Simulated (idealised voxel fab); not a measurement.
The process module presented herein is designated voxel released beams.
Cross-section cut: width 165 nm, square cells of 5 nm.
Each cross-section below is a grid of square cells, stated as bands in top-down order, with one or more rows of cells making up each band. Band: top and bottom heights (nm) first, top before bottom; then materials from left to right, widths in nm. "everywhere" marks a sole material filling the band edge to edge. "empty" denotes empty space. Counting heights begins at 0, where everything beneath is, in the wafer as received, one material. The lowest band has no bottom; it goes on downwards, as "top 0, no bottom" shows. You'd read "30..40" like this: the band's top row of cells is as wide as the first number, its bottom row is as wide as the second, and going down, every row changes width by the same amount as the row before did. Basically "same as before" means that step didn't change any cell in the cross-section. The label "Trapped cavities" introduces a list of the empty spaces, 8 cells or larger, that have no open way up to the top; each entry in it reads width x height at distance, where the distance is taken from the left edge and all three are stated in nm. If you see something after the settings on a step's line, that's the simulator's own remark about that step. The setting "overlay nm" may be written on the line of a step. When the step uses a mask, the value reports how far to the right of the planned place the mask lay, and a negative value reports that it lay to the left.

LISTED BELOW ARE THE PROCESS STEPS AS PLANNED
1 RECEIVE [material Si]
2 CONFORMAL_DEP [material Al2O3] [thk nm 5]
3 DIRECTIONAL_DEP [material SiO2] [thk nm 20]
4 PATTERN [tone open] [mask id ANCHOR] [material resist] [width nm 35] [thk nm 15] [overlay nm 0]
5 DIRECTIONAL_ETCH [etch materials SiO2] [depth nm 20]
6 STRIP [etch materials resist]
7 CONFORMAL_DEP [material W] [thk nm 10]
8 DIRECTIONAL_DEP [material aC] [thk nm 10]
9 PATTERN [tone cover] [mask id BEAM] [material resist] [width nm 120] [thk nm 30] [overlay nm 0]
10 DIRECTIONAL_ETCH [etch materials aC] [depth nm 10]
11 STRIP [etch materials resist]
12 DIRECTIONAL_ETCH [etch materials W] [depth nm 10]
13 STRIP [etch materials aC]
14 STRIP [etch materials SiO2]

DELIVERED WAFER IN CROSS-SECTION: STATE AFTER STEP 1
  top 0, no bottom = Si everywhere
  Trapped cavities: none

STARTING WAFER: ABOVE. PLAN: ABOVE. RUN: ONE MISTAKE. CROSS-SECTION AFTER THE MODULE: BELOW
  top 35, bottom 25 = 20 nm empty  120 nm W  25 nm empty
  top 25, bottom 20 = Al2O3 everywhere
  top 20, bottom 0 = SiO2 everywhere
  top 0, no bottom = Si everywhere
  Trapped cavities: none
Deviation noted in wafer processing: note: step 2 <-> step 3, run order reversed vs plan
